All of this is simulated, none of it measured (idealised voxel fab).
Title: Process Module voxel self aligned vias
Section shown: cut. Width: 220 nm. Cell size: 5 nm, square.
If you're reading a cross-section in this doc, picture square cells in a grid; it comes to you as bands, top ones listed first down to the bottom, and a band can be one or more rows of cells. Band: top height; bottom height; in nm. Then, left to right: material with width in nm, for each material. "everywhere": a single material spanning edge to edge. "blank": empty space. Heights are measured from 0, the level below which the as-received wafer is all one material; the lowest band has no bottom and continues downward, written as in "from 0 down". The notation "30..40" denotes a width that varies across the rows of cells in the band, beginning at the first number in the top row, finishing at the second number in the bottom row, and changing by an identical amount from each row to the next. When a step is marked "changes: none", none of the cells in the cross-section changed during that step. For the entry "Enclosed cavity list", the listed items are empty spaces with no open way to the top whose size is 8 cells or more; each item follows the pattern width x height at distance, where distance is from the left edge and all three are in nm. What comes after the settings on a step's line is commentary from the simulator itself on that step. What "overlay nm" on a step's line means: if the step has a mask, that mask lay this far to the right of its planned place, or, when the value is negative, to the left. Read the rest as pairs. Take the cross-section before one process step, then the cross-section after it, which shows only down to the lowest band that changed. Under the pair, find the step between them and its settings. Bear in mind that pairs may come from different runs of this module on the same starting wafer: link a pair to the pair above it only where its entry headed "Structure before processing" says to.

**Structure before processing**
* from 0 down | Si everywhere
* Enclosed cavity list: none

**Cut View, Post-Step**
* from 15 to 0 | SiO2 everywhere
* Heights below 0 show no change.
* Enclosed cavity list: none
Between the two cross-sections you see above, the step is op CONFORMAL_DEP | material SiO2 | thk nm 15

Structure before processing: after-state, pair directly above.

**Cut View, Post-Step**
* from 20 to 15 | SiCN everywhere
* Heights below 15 show no change.
* Enclosed cavity list: none
Between the two cross-sections you see above, the step is op CONFORMAL_DEP | material SiCN | thk nm 5

Structure before processing: after-state, pair directly above.

**Cut View, Post-Step**
* from 50 to 20 | SiO2 everywhere
* Heights below 20 show no change.
* Enclosed cavity list: none
Between the two cross-sections you see above, the step is op DIRECTIONAL_DEP | material SiO2 | thk nm 30

Structure before processing: after-state, pair directly above.

**Cut View, Post-Step**
* from 65 to 50 | resist 75 nm / blank 20 nm / resist 30 nm / blank 20 nm / resist 75 nm
* Heights below 50 show no change.
* Enclosed cavity list: none
Between the two cross-sections you see above, the step is op PATTERN | tone open | mask id LINES | material resist | width nm 20 | pitch nm 50 | thk nm 15 | overlay nm 0

Structure before processing: after-state, pair directly above.

**Cut View, Post-Step**
* from 65 to 50 | resist 75 nm / blank 20 nm / resist 30 nm / blank 20 nm / resist 75 nm
* from 50 to 20 | SiO2 75 nm / blank 20 nm / SiO2 30 nm / blank 20 nm / SiO2 75 nm
* Heights below 20 show no change.
* Enclosed cavity list: none
Between the two cross-sections you see above, the step is op DIRECTIONAL_ETCH | etch materials SiO2 | depth nm 30

Structure before processing: after-state, pair directly above.

**Cut View, Post-Step**
* from 50 to 20 | SiO2 75 nm / blank 20 nm / SiO2 30 nm / blank 20 nm / SiO2 75 nm
* Heights below 20 show no change.
* Enclosed cavity list: none
Between the two cross-sections you see above, the step is op STRIP | etch materials resist

Structure before processing: after-state, pair directly above.

**Cut View, Post-Step**
* from 55 to 50 | TiN 80 nm / blank 10 nm / TiN 40 nm / blank 10 nm / TiN 80 nm
* from 50 to 25 | SiO2 75 nm / TiN 5 nm / blank 10 nm / TiN 5 nm / SiO2 30 nm / TiN 5 nm / blank 10 nm / TiN 5 nm / SiO2 75 nm
* from 25 to 20 | SiO2 75 nm / TiN 20 nm / SiO2 30 nm / TiN 20 nm / SiO2 75 nm
* Heights below 20 show no change.
* Enclosed cavity list: none
Between the two cross-sections you see above, the step is op CONFORMAL_DEP | material TiN | thk nm 5

Structure before processing: after-state, pair directly above.

**Cut View, Post-Step**
* from 60 to 55 | Ru everywhere
* from 55 to 50 | TiN 80 nm / Ru 10 nm / TiN 40 nm / Ru 10 nm / TiN 80 nm
* from 50 to 25 | SiO2 75 nm / TiN 5 nm / Ru 10 nm / TiN 5 nm / SiO2 30 nm / TiN 5 nm / Ru 10 nm / TiN 5 nm / SiO2 75 nm
* Heights below 25 show no change.
* Enclosed cavity list: none
Between the two cross-sections you see above, the step is op FILL_DEP | material Ru | thk nm 5

Structure before processing: after-state, pair directly above.

**Cut View, Post-Step**
* from 50 to 25 | SiO2 75 nm / TiN 5 nm / Ru 10 nm / TiN 5 nm / SiO2 30 nm / TiN 5 nm / Ru 10 nm / TiN 5 nm / SiO2 75 nm
* Heights below 25 show no change.
* Enclosed cavity list: none
Between the two cross-sections you see above, the step is op CMP | height nm 50

Structure before processing: after-state, pair directly above.

**Cut View, Post-Step**
* from 50 to 40 | SiO2 75 nm / blank 20 nm / SiO2 30 nm / blank 20 nm / SiO2 75 nm
* Heights below 40 show no change.
* Enclosed cavity list: none
Between the two cross-sections you see above, the step is op SELECTIVE_ETCH | etch materials W Ru TiN | depth nm 10

Structure before processing: after-state, pair directly above.

**Cut View, Post-Step**
* from 60 to 50 | SiN everywhere
* from 50 to 40 | SiO2 75 nm / SiN 20 nm / SiO2 30 nm / SiN 20 nm / SiO2 75 nm
* Heights below 40 show no change.
* Enclosed cavity list: none
Between the two cross-sections you see above, the step is op FILL_DEP | material SiN | thk nm 10

Structure before processing: after-state, pair directly above.

**Cut View, Post-Step**
* from 50 to 40 | SiO2 75 nm / SiN 20 nm / SiO2 30 nm / SiN 20 nm / SiO2 75 nm
* Heights below 40 show no change.
* Enclosed cavity list: none
Between the two cross-sections you see above, the step is op CMP | height nm 50

Structure before processing: after-state, pair directly above.

**Cut View, Post-Step**
* from 70 to 50 | SiO2 everywhere
* Heights below 50 show no change.
* Enclosed cavity list: none
Between the two cross-sections you see above, the step is op DIRECTIONAL_DEP | material SiO2 | thk nm 20

Structure before processing: after-state, pair directly above.

**Cut View, Post-Step**
* from 80 to 70 | aC everywhere
* Heights below 70 show no change.
* Enclosed cavity list: none
Between the two cross-sections you see above, the step is op DIRECTIONAL_DEP | material aC | thk nm 10

Structure before processing: after-state, pair directly above.

**Cut View, Post-Step**
* from 110 to 80 | resist 70 nm / blank 30 nm / resist 120 nm
* Heights below 80 show no change.
* Enclosed cavity list: none
Between the two cross-sections you see above, the step is op PATTERN | tone open | mask id VIAS | material resist | width nm 30 | thk nm 30 | overlay nm 0

Structure before processing: after-state, pair directly above.

**Cut View, Post-Step**
* from 100 to 80 | resist 70 nm / blank 30 nm / resist 120 nm
* from 80 to 70 | aC 70 nm / blank 30 nm / aC 120 nm
* Heights below 70 show no change.
* Enclosed cavity list: none
Between the two cross-sections you see above, the step is op DIRECTIONAL_ETCH | etch materials aC | depth nm 10

Structure before processing: after-state, pair directly above.

**Cut View, Post-Step**
* from 80 to 70 | aC 70 nm / blank 30 nm / aC 120 nm
* Heights below 70 show no change.
* Enclosed cavity list: none
Between the two cross-sections you see above, the step is op STRIP | etch materials resist

Structure before processing: after-state, pair directly above.

**Cut View, Post-Step**
* from 80 to 70 | aC 70 nm / blank 30 nm / aC 120 nm
* from 70 to 50 | SiO2 70 nm / blank 30 nm / SiO2 120 nm
* Heights below 50 show no change.
* Enclosed cavity list: none
Between the two cross-sections you see above, the step is op DIRECTIONAL_ETCH | etch materials SiO2 | depth nm 20

Structure before processing: after-state, pair directly above.

**Cut View, Post-Step**
* from 80 to 70 | aC 70 nm / blank 30 nm / aC 120 nm
* from 70 to 50 | SiO2 70 nm / blank 30 nm / SiO2 120 nm
* from 50 to 40 | SiO2 75 nm / blank 20 nm / SiO2 30 nm / SiN 20 nm / SiO2 75 nm
* Heights below 40 show no change.
* Enclosed cavity list: none
Between the two cross-sections you see above, the step is op DIRECTIONAL_ETCH | etch materials SiN | depth nm 10

Structure before processing: after-state, pair directly above.

**Cut View, Post-Step**
* from 70 to 50 | SiO2 70 nm / blank 30 nm / SiO2 120 nm
* Heights below 50 show no change.
* Enclosed cavity list: none
Between the two cross-sections you see above, the step is op STRIP | etch materials aC

Structure before processing: after-state, pair directly above.

**Cut View, Post-Step**
* from 75 to 70 | TiN 75 nm / blank 20 nm / TiN 125 nm
* from 70 to 55 | SiO2 70 nm / TiN 5 nm / blank 20 nm / TiN 5 nm / SiO2 120 nm
* from 55 to 50 | SiO2 70 nm / TiN 10 nm / blank 10 nm / TiN 10 nm / SiO2 120 nm
* from 50 to 45 | SiO2 75 nm / TiN 5 nm / blank 10 nm / TiN 5 nm / SiO2 30 nm / SiN 20 nm / SiO2 75 nm
* from 45 to 40 | SiO2 75 nm / TiN 20 nm / SiO2 30 nm / SiN 20 nm / SiO2 75 nm
* Heights below 40 show no change.
* Enclosed cavity list: none
Between the two cross-sections you see above, the step is op CONFORMAL_DEP | material TiN | thk nm 5

Structure before processing: after-state, pair directly above.

**Cut View, Post-Step**
* from 80 to 75 | Ru everywhere
* from 75 to 70 | TiN 75 nm / Ru 20 nm / TiN 125 nm
* from 70 to 55 | SiO2 70 nm / TiN 5 nm / Ru 20 nm / TiN 5 nm / SiO2 120 nm
* from 55 to 50 | SiO2 70 nm / TiN 10 nm / Ru 10 nm / TiN 10 nm / SiO2 120 nm
* from 50 to 45 | SiO2 75 nm / TiN 5 nm / Ru 10 nm / TiN 5 nm / SiO2 30 nm / SiN 20 nm / SiO2 75 nm
* Heights below 45 show no change.
* Enclosed cavity list: none
Between the two cross-sections you see above, the step is op FILL_DEP | material Ru | thk nm 5

Structure before processing: after-state, pair directly above.

**Cut View, Post-Step**
* from 70 to 55 | SiO2 70 nm / TiN 5 nm / Ru 20 nm / TiN 5 nm / SiO2 120 nm
* Heights below 55 show no change.
* Enclosed cavity list: none
Between the two cross-sections you see above, the step is op CMP | height nm 70

Structure before processing: after-state, pair directly above.

**Cut View, Post-Step**
* from 75 to 70 | SiCN everywhere
* Heights below 70 show no change.
* Enclosed cavity list: none
Between the two cross-sections you see above, the step is op CONFORMAL_DEP | material SiCN | thk nm 5

**Structure before processing**
* from 15 to 0 | SiO2 everywhere
* from 0 down | Si everywhere
* Enclosed cavity list: none

**Cut View, Post-Step**
* from 45 to 0 | SiO2 everywhere
* Heights below 0 show no change.
* Enclosed cavity list: none
Between the two cross-sections you see above, the step is op DIRECTIONAL_DEP | material SiO2 | thk nm 30

Structure before processing: after-state, pair directly above.

**Cut View, Post-Step**
* from 60 to 45 | resist 75 nm / blank 20 nm / resist 30 nm / blank 20 nm / resist 75 nm
* Heights below 45 show no change.
* Enclosed cavity list: none
Between the two cross-sections you see above, the step is op PATTERN | tone open | mask id LINES | material resist | width nm 20 | pitch nm 50 | thk nm 15 | overlay nm 0

Structure before processing: after-state, pair directly above.

**Cut View, Post-Step**
* from 60 to 45 | resist 75 nm / blank 20 nm / resist 30 nm / blank 20 nm / resist 75 nm
* from 45 to 15 | SiO2 75 nm / blank 20 nm / SiO2 30 nm / blank 20 nm / SiO2 75 nm
* Heights below 15 show no change.
* Enclosed cavity list: none
Between the two cross-sections you see above, the step is op DIRECTIONAL_ETCH | etch materials SiO2 | depth nm 30

Structure before processing: after-state, pair directly above.

**Cut View, Post-Step**
* from 45 to 15 | SiO2 75 nm / blank 20 nm / SiO2 30 nm / blank 20 nm / SiO2 75 nm
* Heights below 15 show no change.
* Enclosed cavity list: none
Between the two cross-sections you see above, the step is op STRIP | etch materials resist

Structure before processing: after-state, pair directly above.

**Cut View, Post-Step**
* from 50 to 45 | TiN 80 nm / blank 10 nm / TiN 40 nm / blank 10 nm / TiN 80 nm
* from 45 to 20 | SiO2 75 nm / TiN 5 nm / blank 10 nm / TiN 5 nm / SiO2 30 nm / TiN 5 nm / blank 10 nm / TiN 5 nm / SiO2 75 nm
* from 20 to 15 | SiO2 75 nm / TiN 20 nm / SiO2 30 nm / TiN 20 nm / SiO2 75 nm
* Heights below 15 show no change.
* Enclosed cavity list: none
Between the two cross-sections you see above, the step is op CONFORMAL_DEP | material TiN | thk nm 5

Structure before processing: after-state, pair directly above.

**Cut View, Post-Step**
* from 55 to 50 | Ru everywhere
* from 50 to 45 | TiN 80 nm / Ru 10 nm / TiN 40 nm / Ru 10 nm / TiN 80 nm
* from 45 to 20 | SiO2 75 nm / TiN 5 nm / Ru 10 nm / TiN 5 nm / SiO2 30 nm / TiN 5 nm / Ru 10 nm / TiN 5 nm / SiO2 75 nm
* Heights below 20 show no change.
* Enclosed cavity list: none
Between the two cross-sections you see above, the step is op FILL_DEP | material Ru | thk nm 5

Structure before processing: after-state, pair directly above.

**Cut View, Post-Step**
* from 50 to 45 | TiN 80 nm / Ru 10 nm / TiN 40 nm / Ru 10 nm / TiN 80 nm
* Heights below 45 show no change.
* Enclosed cavity list: none
Between the two cross-sections you see above, the step is op CMP | height nm 50

Structure before processing: after-state, pair directly above.

**Cut View, Post-Step**
* from 45 to 40 | SiO2 75 nm / blank 20 nm / SiO2 30 nm / blank 20 nm / SiO2 75 nm
* Heights below 40 show no change.
* Enclosed cavity list: none
Between the two cross-sections you see above, the step is op SELECTIVE_ETCH | etch materials W Ru TiN | depth nm 10

Structure before processing: after-state, pair directly above.

**Cut View, Post-Step**
* from 55 to 45 | SiN everywhere
* from 45 to 40 | SiO2 75 nm / SiN 20 nm / SiO2 30 nm / SiN 20 nm / SiO2 75 nm
* Heights below 40 show no change.
* Enclosed cavity list: none
Between the two cross-sections you see above, the step is op FILL_DEP | material SiN | thk nm 10

Structure before processing: after-state, pair directly above.

**Cut View, Post-Step**
* from 50 to 45 | SiN everywhere
* Heights below 45 show no change.
* Enclosed cavity list: none
Between the two cross-sections you see above, the step is op CMP | height nm 50

Structure before processing: after-state, pair directly above.

**Cut View, Post-Step**
* from 70 to 50 | SiO2 everywhere
* Heights below 50 show no change.
* Enclosed cavity list: none
Between the two cross-sections you see above, the step is op DIRECTIONAL_DEP | material SiO2 | thk nm 20

Structure before processing: after-state, pair directly above.

**Cut View, Post-Step**
* from 80 to 70 | aC everywhere
* Heights below 70 show no change.
* Enclosed cavity list: none
Between the two cross-sections you see above, the step is op DIRECTIONAL_DEP | material aC | thk nm 10

Structure before processing: after-state, pair directly above.

**Cut View, Post-Step**
* from 110 to 80 | resist 70 nm / blank 30 nm / resist 120 nm
* Heights below 80 show no change.
* Enclosed cavity list: none
Between the two cross-sections you see above, the step is op PATTERN | tone open | mask id VIAS | material resist | width nm 30 | thk nm 30 | overlay nm 0

Structure before processing: after-state, pair directly above.

**Cut View, Post-Step**
* from 100 to 80 | resist 70 nm / blank 30 nm / resist 120 nm
* from 80 to 70 | aC 70 nm / blank 30 nm / aC 120 nm
* Heights below 70 show no change.
* Enclosed cavity list: none
Between the two cross-sections you see above, the step is op DIRECTIONAL_ETCH | etch materials aC | depth nm 10

Structure before processing: after-state, pair directly above.

**Cut View, Post-Step**
* from 80 to 70 | aC 70 nm / blank 30 nm / aC 120 nm
* Heights below 70 show no change.
* Enclosed cavity list: none
Between the two cross-sections you see above, the step is op STRIP | etch materials resist

Structure before processing: after-state, pair directly above.

**Cut View, Post-Step**
* from 80 to 70 | aC 70 nm / blank 30 nm / aC 120 nm
* from 70 to 50 | SiO2 70 nm / blank 30 nm / SiO2 120 nm
* Heights below 50 show no change.
* Enclosed cavity list: none
Between the two cross-sections you see above, the step is op DIRECTIONAL_ETCH | etch materials SiO2 | depth nm 20

Structure before processing: after-state, pair directly above.

**Cut View, Post-Step**
* from 80 to 70 | aC 70 nm / blank 30 nm / aC 120 nm
* from 70 to 50 | SiO2 70 nm / blank 30 nm / SiO2 120 nm
* from 50 to 45 | SiN 70 nm / blank 30 nm / SiN 120 nm
* from 45 to 40 | SiO2 75 nm / blank 20 nm / SiO2 30 nm / SiN 20 nm / SiO2 75 nm
* Heights below 40 show no change.
* Enclosed cavity list: none
Between the two cross-sections you see above, the step is op DIRECTIONAL_ETCH | etch materials SiN | depth nm 10

Structure before processing: after-state, pair directly above.

**Cut View, Post-Step**
* from 70 to 50 | SiO2 70 nm / blank 30 nm / SiO2 120 nm
* Heights below 50 show no change.
* Enclosed cavity list: none
Between the two cross-sections you see above, the step is op STRIP | etch materials aC

Structure before processing: after-state, pair directly above.

**Cut View, Post-Step**
* from 75 to 70 | TiN 75 nm / blank 20 nm / TiN 125 nm
* from 70 to 50 | SiO2 70 nm / TiN 5 nm / blank 20 nm / TiN 5 nm / SiO2 120 nm
* from 50 to 45 | SiN 70 nm / TiN 10 nm / blank 10 nm / TiN 10 nm / SiN 120 nm
* from 45 to 40 | SiO2 75 nm / TiN 20 nm / SiO2 30 nm / SiN 20 nm / SiO2 75 nm
* Heights below 40 show no change.
* Enclosed cavity list: none
Between the two cross-sections you see above, the step is op CONFORMAL_DEP | material TiN | thk nm 5

Structure before processing: after-state, pair directly above.

**Cut View, Post-Step**
* from 80 to 75 | Ru everywhere
* from 75 to 70 | TiN 75 nm / Ru 20 nm / TiN 125 nm
* from 70 to 50 | SiO2 70 nm / TiN 5 nm / Ru 20 nm / TiN 5 nm / SiO2 120 nm
* from 50 to 45 | SiN 70 nm / TiN 10 nm / Ru 10 nm / TiN 10 nm / SiN 120 nm
* Heights below 45 show no change.
* Enclosed cavity list: none
Between the two cross-sections you see above, the step is op FILL_DEP | material Ru | thk nm 5

Structure before processing: after-state, pair directly above.

**Cut View, Post-Step**
* from 70 to 50 | SiO2 70 nm / TiN 5 nm / Ru 20 nm / TiN 5 nm / SiO2 120 nm
* Heights below 50 show no change.
* Enclosed cavity list: none
Between the two cross-sections you see above, the step is op CMP | height nm 70

Structure before processing: after-state, pair directly above.

**Cut View, Post-Step**
* from 75 to 70 | SiCN everywhere
* Heights below 70 show no change.
* Enclosed cavity list: none
Between the two cross-sections you see above, the step is op CONFORMAL_DEP | material SiCN | thk nm 5

**Structure before processing**
* from 15 to 0 | SiO2 everywhere
* from 0 down | Si everywhere
* Enclosed cavity list: none

**Cut View, Post-Step**
* from 30 to 0 | SiO2 everywhere
* Heights below 0 show no change.
* Enclosed cavity list: none
Between the two cross-sections you see above, the step is op CONFORMAL_DEP | material SiO2 | thk nm 15

Structure before processing: after-state, pair directly above.

**Cut View, Post-Step**
* from 35 to 30 | SiCN everywhere
* Heights below 30 show no change.
* Enclosed cavity list: none
Between the two cross-sections you see above, the step is op CONFORMAL_DEP | material SiCN | thk nm 5

Structure before processing: after-state, pair directly above.

**Cut View, Post-Step**
* from 65 to 35 | SiO2 everywhere
* Heights below 35 show no change.
* Enclosed cavity list: none
Between the two cross-sections you see above, the step is op DIRECTIONAL_DEP | material SiO2 | thk nm 30

Structure before processing: after-state, pair directly above.

**Cut View, Post-Step**
* from 80 to 65 | resist 75 nm / blank 20 nm / resist 30 nm / blank 20 nm / resist 75 nm
* Heights below 65 show no change.
* Enclosed cavity list: none
Between the two cross-sections you see above, the step is op PATTERN | tone open | mask id LINES | material resist | width nm 20 | pitch nm 50 | thk nm 15 | overlay nm 0

Structure before processing: after-state, pair directly above.

**Cut View, Post-Step**
* from 80 to 65 | resist 75 nm / blank 20 nm / resist 30 nm / blank 20 nm / resist 75 nm
* from 65 to 35 | SiO2 75 nm / blank 20 nm / SiO2 30 nm / blank 20 nm / SiO2 75 nm
* Heights below 35 show no change.
* Enclosed cavity list: none
Between the two cross-sections you see above, the step is op DIRECTIONAL_ETCH | etch materials SiO2 | depth nm 30

Structure before processing: after-state, pair directly above.

**Cut View, Post-Step**
* from 65 to 35 | SiO2 75 nm / blank 20 nm / SiO2 30 nm / blank 20 nm / SiO2 75 nm
* Heights below 35 show no change.
* Enclosed cavity list: none
Between the two cross-sections you see above, the step is op STRIP | etch materials resist

Structure before processing: after-state, pair directly above.

**Cut View, Post-Step**
* from 70 to 65 | TiN 80 nm / blank 10 nm / TiN 40 nm / blank 10 nm / TiN 80 nm
* from 65 to 40 | SiO2 75 nm / TiN 5 nm / blank 10 nm / TiN 5 nm / SiO2 30 nm / TiN 5 nm / blank 10 nm / TiN 5 nm / SiO2 75 nm
* from 40 to 35 | SiO2 75 nm / TiN 20 nm / SiO2 30 nm / TiN 20 nm / SiO2 75 nm
* Heights below 35 show no change.
* Enclosed cavity list: none
Between the two cross-sections you see above, the step is op CONFORMAL_DEP | material TiN | thk nm 5

Structure before processing: after-state, pair directly above.

**Cut View, Post-Step**
* from 75 to 70 | Ru everywhere
* from 70 to 65 | TiN 80 nm / Ru 10 nm / TiN 40 nm / Ru 10 nm / TiN 80 nm
* from 65 to 40 | SiO2 75 nm / TiN 5 nm / Ru 10 nm / TiN 5 nm / SiO2 30 nm / TiN 5 nm / Ru 10 nm / TiN 5 nm / SiO2 75 nm
* Heights below 40 show no change.
* Enclosed cavity list: none
Between the two cross-sections you see above, the step is op FILL_DEP | material Ru | thk nm 5

Structure before processing: after-state, pair directly above.

**Cut View, Post-Step**
* from 50 to 40 | SiO2 75 nm / TiN 5 nm / Ru 10 nm / TiN 5 nm / SiO2 30 nm / TiN 5 nm / Ru 10 nm / TiN 5 nm / SiO2 75 nm
* Heights below 40 show no change.
* Enclosed cavity list: none
Between the two cross-sections you see above, the step is op CMP | height nm 50

Structure before processing: after-state, pair directly above.

**Cut View, Post-Step**
* from 50 to 40 | SiO2 75 nm / blank 20 nm / SiO2 30 nm / blank 20 nm / SiO2 75 nm
* Heights below 40 show no change.
* Enclosed cavity list: none
Between the two cross-sections you see above, the step is op SELECTIVE_ETCH | etch materials W Ru TiN | depth nm 10

Structure before processing: after-state, pair directly above.

**Cut View, Post-Step**
* from 60 to 50 | SiN everywhere
* from 50 to 40 | SiO2 75 nm / SiN 20 nm / SiO2 30 nm / SiN 20 nm / SiO2 75 nm
* Heights below 40 show no change.
* Enclosed cavity list: none
Between the two cross-sections you see above, the step is op FILL_DEP | material SiN | thk nm 10

Structure before processing: after-state, pair directly above.

**Cut View, Post-Step**
* from 50 to 40 | SiO2 75 nm / SiN 20 nm / SiO2 30 nm / SiN 20 nm / SiO2 75 nm
* Heights below 40 show no change.
* Enclosed cavity list: none
Between the two cross-sections you see above, the step is op CMP | height nm 50

Structure before processing: after-state, pair directly above.

**Cut View, Post-Step**
* from 70 to 50 | SiO2 everywhere
* Heights below 50 show no change.
* Enclosed cavity list: none
Between the two cross-sections you see above, the step is op DIRECTIONAL_DEP | material SiO2 | thk nm 20

Structure before processing: after-state, pair directly above.

**Cut View, Post-Step**
* from 80 to 70 | aC everywhere
* Heights below 70 show no change.
* Enclosed cavity list: none
Between the two cross-sections you see above, the step is op DIRECTIONAL_DEP | material aC | thk nm 10

Structure before processing: after-state, pair directly above.

**Cut View, Post-Step**
* from 110 to 80 | resist 70 nm / blank 30 nm / resist 120 nm
* Heights below 80 show no change.
* Enclosed cavity list: none
Between the two cross-sections you see above, the step is op PATTERN | tone open | mask id VIAS | material resist | width nm 30 | thk nm 30 | overlay nm 0

Structure before processing: after-state, pair directly above.

**Cut View, Post-Step**
* from 100 to 80 | resist 70 nm / blank 30 nm / resist 120 nm
* from 80 to 70 | aC 70 nm / blank 30 nm / aC 120 nm
* Heights below 70 show no change.
* Enclosed cavity list: none
Between the two cross-sections you see above, the step is op DIRECTIONAL_ETCH | etch materials aC | depth nm 10

Structure before processing: after-state, pair directly above.

**Cut View, Post-Step**
* from 80 to 70 | aC 70 nm / blank 30 nm / aC 120 nm
* Heights below 70 show no change.
* Enclosed cavity list: none
Between the two cross-sections you see above, the step is op STRIP | etch materials resist

Structure before processing: after-state, pair directly above.

**Cut View, Post-Step**
* from 80 to 70 | aC 70 nm / blank 30 nm / aC 120 nm
* from 70 to 50 | SiO2 70 nm / blank 30 nm / SiO2 120 nm
* Heights below 50 show no change.
* Enclosed cavity list: none
Between the two cross-sections you see above, the step is op DIRECTIONAL_ETCH | etch materials SiO2 | depth nm 20

Structure before processing: after-state, pair directly above.

**Cut View, Post-Step**
* from 80 to 70 | aC 70 nm / blank 30 nm / aC 120 nm
* from 70 to 50 | SiO2 70 nm / blank 30 nm / SiO2 120 nm
* from 50 to 40 | SiO2 75 nm / blank 20 nm / SiO2 30 nm / SiN 20 nm / SiO2 75 nm
* Heights below 40 show no change.
* Enclosed cavity list: none
Between the two cross-sections you see above, the step is op DIRECTIONAL_ETCH | etch materials SiN | depth nm 10

Structure before processing: after-state, pair directly above.

**Cut View, Post-Step**
* from 70 to 50 | SiO2 70 nm / blank 30 nm / SiO2 120 nm
* Heights below 50 show no change.
* Enclosed cavity list: none
Between the two cross-sections you see above, the step is op STRIP | etch materials aC

Structure before processing: after-state, pair directly above.

**Cut View, Post-Step**
* from 75 to 70 | TiN 75 nm / blank 20 nm / TiN 125 nm
* from 70 to 55 | SiO2 70 nm / TiN 5 nm / blank 20 nm / TiN 5 nm / SiO2 120 nm
* from 55 to 50 | SiO2 70 nm / TiN 10 nm / blank 10 nm / TiN 10 nm / SiO2 120 nm
* from 50 to 45 | SiO2 75 nm / TiN 5 nm / blank 10 nm / TiN 5 nm / SiO2 30 nm / SiN 20 nm / SiO2 75 nm
* from 45 to 40 | SiO2 75 nm / TiN 20 nm / SiO2 30 nm / SiN 20 nm / SiO2 75 nm
* Heights below 40 show no change.
* Enclosed cavity list: none
Between the two cross-sections you see above, the step is op CONFORMAL_DEP | material TiN | thk nm 5

Structure before processing: after-state, pair directly above.

**Cut View, Post-Step**
* from 80 to 75 | Ru everywhere
* from 75 to 70 | TiN 75 nm / Ru 20 nm / TiN 125 nm
* from 70 to 55 | SiO2 70 nm / TiN 5 nm / Ru 20 nm / TiN 5 nm / SiO2 120 nm
* from 55 to 50 | SiO2 70 nm / TiN 10 nm / Ru 10 nm / TiN 10 nm / SiO2 120 nm
* from 50 to 45 | SiO2 75 nm / TiN 5 nm / Ru 10 nm / TiN 5 nm / SiO2 30 nm / SiN 20 nm / SiO2 75 nm
* Heights below 45 show no change.
* Enclosed cavity list: none
Between the two cross-sections you see above, the step is op FILL_DEP | material Ru | thk nm 5

Structure before processing: after-state, pair directly above.

**Cut View, Post-Step**
* from 70 to 55 | SiO2 70 nm / TiN 5 nm / Ru 20 nm / TiN 5 nm / SiO2 120 nm
* Heights below 55 show no change.
* Enclosed cavity list: none
Between the two cross-sections you see above, the step is op CMP | height nm 70

Structure before processing: after-state, pair directly above.

**Cut View, Post-Step**
* from 75 to 70 | SiCN everywhere
* Heights below 70 show no change.
* Enclosed cavity list: none
Between the two cross-sections you see above, the step is op CONFORMAL_DEP | material SiCN | thk nm 5

**Structure before processing**
* from 45 to 0 | SiO2 everywhere
* from 0 down | Si everywhere
* Enclosed cavity list: none

**Cut View, Post-Step**
* from 50 to 45 | SiCN everywhere
* Heights below 45 show no change.
* Enclosed cavity list: none
Between the two cross-sections you see above, the step is op CONFORMAL_DEP | material SiCN | thk nm 5

Structure before processing: after-state, pair directly above.

**Cut View, Post-Step**
* from 65 to 50 | resist 75 nm / blank 20 nm / resist 30 nm / blank 20 nm / resist 75 nm
* Heights below 50 show no change.
* Enclosed cavity list: none
Between the two cross-sections you see above, the step is op PATTERN | tone open | mask id LINES | material resist | width nm 20 | pitch nm 50 | thk nm 15 | overlay nm 0

Structure before processing: after-state, pair directly above.

**Cut View, Post-Step**
* from 50 to 45 | SiCN everywhere
* Heights below 45 show no change.
* Enclosed cavity list: none
Between the two cross-sections you see above, the step is op STRIP | etch materials resist

Structure before processing: after-state, pair directly above.

**Cut View, Post-Step**
* from 55 to 50 | TiN everywhere
* Heights below 50 show no change.
* Enclosed cavity list: none
Between the two cross-sections you see above, the step is op CONFORMAL_DEP | material TiN | thk nm 5

Structure before processing: after-state, pair directly above.

**Cut View, Post-Step**
* from 60 to 55 | Ru everywhere
* Heights below 55 show no change.
* Enclosed cavity list: none
Between the two cross-sections you see above, the step is op FILL_DEP | material Ru | thk nm 5

Structure before processing: after-state, pair directly above.

**Cut View, Post-Step**
* from 50 to 45 | SiCN everywhere
* Heights below 45 show no change.
* Enclosed cavity list: none
Between the two cross-sections you see above, the step is op CMP | height nm 50

Structure before processing: after-state, pair directly above.

**Cut View, Post-Step**
* from 60 to 50 | SiN everywhere
* Heights below 50 show no change.
* Enclosed cavity list: none
Between the two cross-sections you see above, the step is op FILL_DEP | material SiN | thk nm 10

Structure before processing: after-state, pair directly above.

**Cut View, Post-Step**
* from 50 to 45 | SiCN everywhere
* Heights below 45 show no change.
* Enclosed cavity list: none
Between the two cross-sections you see above, the step is op CMP | height nm 50

Structure before processing: after-state, pair directly above.

**Cut View, Post-Step**
* from 70 to 50 | SiO2 everywhere
* Heights below 50 show no change.
* Enclosed cavity list: none
Between the two cross-sections you see above, the step is op DIRECTIONAL_DEP | material SiO2 | thk nm 20

Structure before processing: after-state, pair directly above.

**Cut View, Post-Step**
* from 80 to 70 | aC everywhere
* Heights below 70 show no change.
* Enclosed cavity list: none
Between the two cross-sections you see above, the step is op DIRECTIONAL_DEP | material aC | thk nm 10

Structure before processing: after-state, pair directly above.

**Cut View, Post-Step**
* from 110 to 80 | resist 70 nm / blank 30 nm / resist 120 nm
* Heights below 80 show no change.
* Enclosed cavity list: none
Between the two cross-sections you see above, the step is op PATTERN | tone open | mask id VIAS | material resist | width nm 30 | thk nm 30 | overlay nm 0

Structure before processing: after-state, pair directly above.

**Cut View, Post-Step**
* from 100 to 80 | resist 70 nm / blank 30 nm / resist 120 nm
* from 80 to 70 | aC 70 nm / blank 30 nm / aC 120 nm
* Heights below 70 show no change.
* Enclosed cavity list: none
Between the two cross-sections you see above, the step is op DIRECTIONAL_ETCH | etch materials aC | depth nm 10

Structure before processing: after-state, pair directly above.

**Cut View, Post-Step**
* from 80 to 70 | aC 70 nm / blank 30 nm / aC 120 nm
* Heights below 70 show no change.
* Enclosed cavity list: none
Between the two cross-sections you see above, the step is op STRIP | etch materials resist

Structure before processing: after-state, pair directly above.

**Cut View, Post-Step**
* from 80 to 70 | aC 70 nm / blank 30 nm / aC 120 nm
* from 70 to 50 | SiO2 70 nm / blank 30 nm / SiO2 120 nm
* Heights below 50 show no change.
* Enclosed cavity list: none
Between the two cross-sections you see above, the step is op DIRECTIONAL_ETCH | etch materials SiO2 | depth nm 20

Structure before processing: after-state, pair directly above.

**Cut View, Post-Step**
* from 70 to 50 | SiO2 70 nm / blank 30 nm / SiO2 120 nm
* Heights below 50 show no change.
* Enclosed cavity list: none
Between the two cross-sections you see above, the step is op STRIP | etch materials aC
